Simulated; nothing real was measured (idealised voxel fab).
Proc. module: voxel capacitor over wiring
We display cut, a cross-section 185 nm in width whose square cells are each 5 nm.
A cross-section in this document is a grid of square cells, and it is written down as bands, the top band listed before the ones below it; a band is made up of one or more rows of cells.
What a band's entry tells you: where the top is and where the bottom is, as heights in nm, and after that what lies inside, material by material from left to right, each with its width in nm. Empty space is written as the word "air", and a single material marked with the word "full width" occupies the band from edge to edge.
For the purposes of this specification, 0 denotes the height below which the wafer in its as-received condition is composed wholly of one material, and the lowermost band, lacking a lower limit, extends downward without end, as expressed in "from 0 down".
A two-number width, for instance "30->40", indicates that the width is equal to the first number in the top row of the band and to the second number in the bottom row, and that it changes by a constant amount per row of cells.
You'll sometimes find "changes: none" written for a step, and that's the way of saying that nowhere in the cross-section did a cell change during that step.
Closed empty spaces (no open way to the top) of 8 cells or more are what "Voids, sealed" lists, each as width x height at distance from the left edge, nm for all three.
Where a step's line continues beyond its settings, the continuation is a remark by the simulator itself on that step.
The "overlay nm" setting may appear on a step's line; for a step that uses a mask, it gives how far to the right of its planned position the mask lay, and a negative value indicates the left.

**List of planned process steps**
1 RECEIVE | material Si
2 CONFORMAL_DEP | material SiO2 | thk nm 10
3 DIRECTIONAL_DEP | material TiN | thk nm 5
4 DIRECTIONAL_DEP | material Ru | thk nm 15
5 PATTERN | tone cover | mask id METAL_1 | material resist | width nm 20 | pitch nm 80 | thk nm 15 | overlay nm 0
6 DIRECTIONAL_ETCH | etch materials Ru | depth nm 15
7 DIRECTIONAL_ETCH | etch materials TiN | depth nm 5
8 STRIP | etch materials resist
9 FILL_DEP | material lowk | thk nm 10
10 CMP | height nm 30
11 CONFORMAL_DEP | material SiCN | thk nm 5
12 DIRECTIONAL_DEP | material SiO2 | thk nm 10
13 DIRECTIONAL_DEP | material aC | thk nm 10
14 PATTERN | tone open | mask id PLUG_1 | material resist | width nm 15 | thk nm 30 | overlay nm 0
15 DIRECTIONAL_ETCH | etch materials aC | depth nm 10
16 STRIP | etch materials resist
17 DIRECTIONAL_ETCH | etch materials SiO2 | depth nm 10
18 DIRECTIONAL_ETCH | etch materials SiCN | depth nm 5
19 STRIP | etch materials aC
20 EPI | material Ru | thk nm 10
21 EPI | material Ru | thk nm 5
22 DIRECTIONAL_DEP | material TiN | thk nm 5
23 DIRECTIONAL_DEP | material SiN | thk nm 5
24 DIRECTIONAL_DEP | material TiN | thk nm 10
25 DIRECTIONAL_DEP | material aC | thk nm 15
26 PATTERN | tone cover | mask id UPPER_PLATE | material resist | width nm 65 | thk nm 30 | overlay nm 0
27 DIRECTIONAL_ETCH | etch materials aC | depth nm 15
28 STRIP | etch materials resist
29 DIRECTIONAL_ETCH | etch materials TiN | depth nm 10
30 DIRECTIONAL_ETCH | etch materials SiN | depth nm 5
31 STRIP | etch materials aC
32 PATTERN | tone cover | mask id LOWER_PLATE | material resist | width nm 75 | thk nm 15 | overlay nm 0
33 DIRECTIONAL_ETCH | etch materials TiN | depth nm 5
34 STRIP | etch materials resist
35 FILL_DEP | material SiO2 | thk nm 20
36 CMP | height nm 80
37 PATTERN | tone open | mask id PLUG_2 | material resist | width nm 15 | thk nm 15 | overlay nm 0
38 DIRECTIONAL_ETCH | etch materials SiO2 | depth nm 15
39 STRIP | etch materials resist
40 CONFORMAL_DEP | material TiN | thk nm 5
41 FILL_DEP | material W | thk nm 5
42 CMP | height nm 80
43 CONFORMAL_DEP | material SiN | thk nm 5

**Cross-section of the wafer at receipt, which is the condition after step 1**
- from 0 down: Si full width
- Voids, sealed: none

**Cross-section: first of two wafers, module finished, run according to plan**
- from 85 to 80: SiN full width
- from 80 to 70: SiO2 55 nm | TiN 5 nm | W 5 nm | TiN 5 nm | SiO2 115 nm
- from 70 to 65: SiO2 55 nm | TiN 15 nm | SiO2 115 nm
- from 65 to 55: SiO2 45 nm | TiN 65 nm | SiO2 75 nm
- from 55 to 50: SiO2 45 nm | SiN 65 nm | SiO2 75 nm
- from 50 to 45: SiO2 40 nm | TiN 75 nm | SiO2 70 nm
- from 45 to 35: SiO2 45 nm | Ru 15 nm | SiO2 125 nm
- from 35 to 30: SiCN 45 nm | Ru 15 nm | SiCN 125 nm
- from 30 to 15: lowk 40 nm | Ru 20 nm | lowk 60 nm | Ru 20 nm | lowk 45 nm
- from 15 to 10: lowk 40 nm | TiN 20 nm | lowk 60 nm | TiN 20 nm | lowk 45 nm
- from 10 to 0: SiO2 full width
- from 0 down: Si full width
- Voids, sealed: none

**Module end: cross-section of wafer two of two. Same start and process plan as the first wafer. One mistake during execution**
- from 85 to 80: SiN full width
- from 80 to 75: SiO2 45 nm | SiN 65 nm | SiO2 75 nm
- from 75 to 70: SiO2 40 nm | TiN 75 nm | SiO2 70 nm
- from 70 to 55: Ru full width
- from 55 to 45: TiN full width
- from 45 to 35: SiO2 full width
- from 35 to 30: SiCN full width
- from 30 to 15: lowk 40 nm | Ru 20 nm | lowk 60 nm | Ru 20 nm | lowk 45 nm
- from 15 to 10: lowk 40 nm | TiN 20 nm | lowk 60 nm | TiN 20 nm | lowk 45 nm
- from 10 to 0: SiO2 full width
- from 0 down: Si full width
- Voids, sealed: none
Deviation noted in wafer processing: for step 13, the planned setting was not used; the step was instead run as DIRECTIONAL_DEP | material TiN | thk nm 10
Per the end-of-run cell counts, the second wafer holds more or fewer of some materials than the first: Ru: 102 more; SiCN: 3 more; SiO2: 144 fewer; TiN: 41 more; W: 2 fewer
